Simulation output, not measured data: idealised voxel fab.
Documented hereafter: the process module known as voxel released beams.
Xsec cut, 195 nm wide, square cell size 5 nm.
Bands, listed from the top down, are how a cross-section gets written in this document; the cross-section itself is a grid of square cells, and a band is one or more rows of them. Heights first: top, then bottom, in nm. Then materials, left to right, each with a width in nm. "edge to edge" on a single material: fills the band edge to edge. "air": empty space. Counting heights begins at 0, where everything beneath is, in the wafer as received, one material. The lowest band has no bottom; it goes on downwards, as "from 0 down" shows. Width "30 to 40": first value at the band's top row of cells, second value at its bottom row, equal change from row to row. The cross-section has no changed cell in any step marked "no modifications". "Sealed void inventory" - sealed voids, min. 8 cells, no opening to top; format: width x height at distance (distance from left edge; nm throughout). after a step's settings: what the simulator itself notes on the step. Regarding "overlay nm": on a step with a mask, it is the distance the mask lay to the right of its planned place; a negative value places it to the left.
This section lists the process steps that were planned:
1: RECEIVE [material Si]
2: CONFORMAL_DEP [material SiN] [thk nm 10]
3: DIRECTIONAL_DEP [material SiO2] [thk nm 10]
4: DIRECTIONAL_DEP [material aC] [thk nm 10]
5: PATTERN [tone open] [mask id ANCHOR] [material resist] [width nm 45] [thk nm 25] [overlay nm 0]
6: DIRECTIONAL_ETCH [etch materials aC] [depth nm 10]
7: STRIP [etch materials resist]
8: DIRECTIONAL_ETCH [etch materials SiO2] [depth nm 10]
9: STRIP [etch materials aC]
10: CONFORMAL_DEP [material polySi] [thk nm 15]
11: DIRECTIONAL_DEP [material aC] [thk nm 15]
12: PATTERN [tone cover] [mask id BEAM] [material resist] [width nm 100] [thk nm 30] [overlay nm 0]
13: DIRECTIONAL_ETCH [etch materials aC] [depth nm 15]
14: STRIP [etch materials resist]
15: DIRECTIONAL_ETCH [etch materials polySi] [depth nm 15]
16: STRIP [etch materials aC]
17: STRIP [etch materials SiO2]
Wafer, first of two, run as planned:
Incoming wafer in cross-section (state: after step 1):
> from 0 down = Si edge to edge
> Sealed void inventory: none
Cross-section of the wafer after step 2:
> from 10 to 0 = SiN edge to edge
> Whatever lies below 0 is exactly as it was before.
Cross-section of the wafer after step 3:
> from 20 to 10 = SiO2 edge to edge
> Whatever lies below 10 is exactly as it was before.
Cross-section of the wafer after step 4:
> from 30 to 20 = aC edge to edge
> Whatever lies below 20 is exactly as it was before.
Cross-section of the wafer after step 5:
> from 55 to 30 = resist 50 | air 45 | resist 100
> Whatever lies below 30 is exactly as it was before.
Cross-section of the wafer after step 6:
> from 45 to 30 = resist 50 | air 45 | resist 100
> from 30 to 20 = aC 50 | air 45 | aC 100
> Whatever lies below 20 is exactly as it was before.
Cross-section of the wafer after step 7:
> from 30 to 20 = aC 50 | air 45 | aC 100
> Whatever lies below 20 is exactly as it was before.
Cross-section of the wafer after step 8:
> from 30 to 20 = aC 50 | air 45 | aC 100
> from 20 to 10 = SiO2 50 | air 45 | SiO2 100
> Whatever lies below 10 is exactly as it was before.
Cross-section of the wafer after step 9:
> from 20 to 10 = SiO2 50 | air 45 | SiO2 100
> Whatever lies below 10 is exactly as it was before.
Cross-section of the wafer after step 10:
> from 35 to 25 = polySi 65 | air 15 | polySi 115
> from 25 to 20 = polySi edge to edge
> from 20 to 10 = SiO2 50 | polySi 45 | SiO2 100
> Whatever lies below 10 is exactly as it was before.
Cross-section of the wafer after step 11:
> from 50 to 40 = aC 65 | air 15 | aC 115
> from 40 to 35 = aC edge to edge
> from 35 to 25 = polySi 65 | aC 15 | polySi 115
> Whatever lies below 25 is exactly as it was before.
Cross-section of the wafer after step 12:
> from 80 to 50 = air 45 | resist 100 | air 50
> from 50 to 40 = aC 65 | resist 15 | aC 115
> Whatever lies below 40 is exactly as it was before.
Cross-section of the wafer after step 13:
> from 65 to 50 = air 45 | resist 100 | air 50
> from 50 to 40 = air 45 | aC 20 | resist 15 | aC 65 | air 50
> from 40 to 35 = air 45 | aC 100 | air 50
> Whatever lies below 35 is exactly as it was before.
Cross-section of the wafer after step 14:
> from 50 to 40 = air 45 | aC 20 | air 15 | aC 65 | air 50
> Whatever lies below 40 is exactly as it was before.
Cross-section of the wafer after step 15:
> from 50 to 40 = air 45 | aC 20 | air 15 | aC 65 | air 50
> from 40 to 35 = air 45 | aC 100 | air 50
> from 35 to 25 = air 45 | polySi 20 | aC 15 | polySi 65 | air 50
> from 25 to 20 = air 45 | polySi 100 | air 50
> Whatever lies below 20 is exactly as it was before.
Cross-section of the wafer after step 16:
> from 35 to 25 = air 45 | polySi 20 | air 15 | polySi 65 | air 50
> Whatever lies below 25 is exactly as it was before.
Cross-section of the wafer after step 17:
> from 35 to 25 = air 45 | polySi 20 | air 15 | polySi 65 | air 50
> from 25 to 20 = air 45 | polySi 100 | air 50
> from 20 to 10 = air 50 | polySi 45 | air 100
> Whatever lies below 10 is exactly as it was before.
Second wafer, same starting conditions and recipe as the first, one mistake in executing it, nothing differs from the first up to and including step 9:
Cross-section of the second wafer when, according to plan, step 10 should have finished:
> from 25 to 20 = polySi 55 | air 35 | polySi 105
> from 20 to 15 = SiO2 50 | polySi 5 | air 35 | polySi 5 | SiO2 100
> from 15 to 10 = SiO2 50 | polySi 45 | SiO2 100
> Whatever lies below 10 is exactly as it was before.
Cross-section of the second wafer when, according to plan, step 11 should have finished:
> from 40 to 30 = aC 55 | air 35 | aC 105
> from 30 to 25 = aC edge to edge
> from 25 to 20 = polySi 55 | aC 35 | polySi 105
> from 20 to 15 = SiO2 50 | polySi 5 | aC 35 | polySi 5 | SiO2 100
> Whatever lies below 15 is exactly as it was before.
Cross-section of the second wafer when, according to plan, step 12 should have finished:
> from 70 to 40 = air 45 | resist 100 | air 50
> from 40 to 30 = aC 55 | resist 35 | aC 105
> Whatever lies below 30 is exactly as it was before.
Cross-section of the second wafer when, according to plan, step 13 should have finished:
> from 55 to 40 = air 45 | resist 100 | air 50
> from 40 to 30 = air 45 | aC 10 | resist 35 | aC 55 | air 50
> from 30 to 25 = air 45 | aC 100 | air 50
> Whatever lies below 25 is exactly as it was before.
Cross-section of the second wafer when, according to plan, step 14 should have finished:
> from 40 to 30 = air 45 | aC 10 | air 35 | aC 55 | air 50
> Whatever lies below 30 is exactly as it was before.
Cross-section of the second wafer when, according to plan, step 15 should have finished:
> from 40 to 30 = air 45 | aC 10 | air 35 | aC 55 | air 50
> from 30 to 25 = air 45 | aC 100 | air 50
> from 25 to 20 = air 45 | polySi 10 | aC 35 | polySi 55 | air 50
> Whatever lies below 20 is exactly as it was before.
Cross-section of the second wafer when, according to plan, step 16 should have finished:
> from 25 to 20 = air 45 | polySi 10 | air 35 | polySi 55 | air 50
> from 20 to 15 = SiO2 50 | polySi 5 | air 35 | polySi 5 | SiO2 100
> Whatever lies below 15 is exactly as it was before.
Cross-section of the second wafer when, according to plan, step 17 should have finished:
> from 25 to 15 = air 45 to 50 | polySi 10 to 5 | air 35 | polySi 55 to 5 | air 50 to 100
> from 15 to 10 = air 50 | polySi 45 | air 100
> Whatever lies below 10 is exactly as it was before.
Which mistake was made when the wafer was run? step 10 ran with different settings than intended, the actual operation and settings being CONFORMAL_DEP [material polySi] [thk nm 5]
at the end the second wafer has, in cells: polySi -48
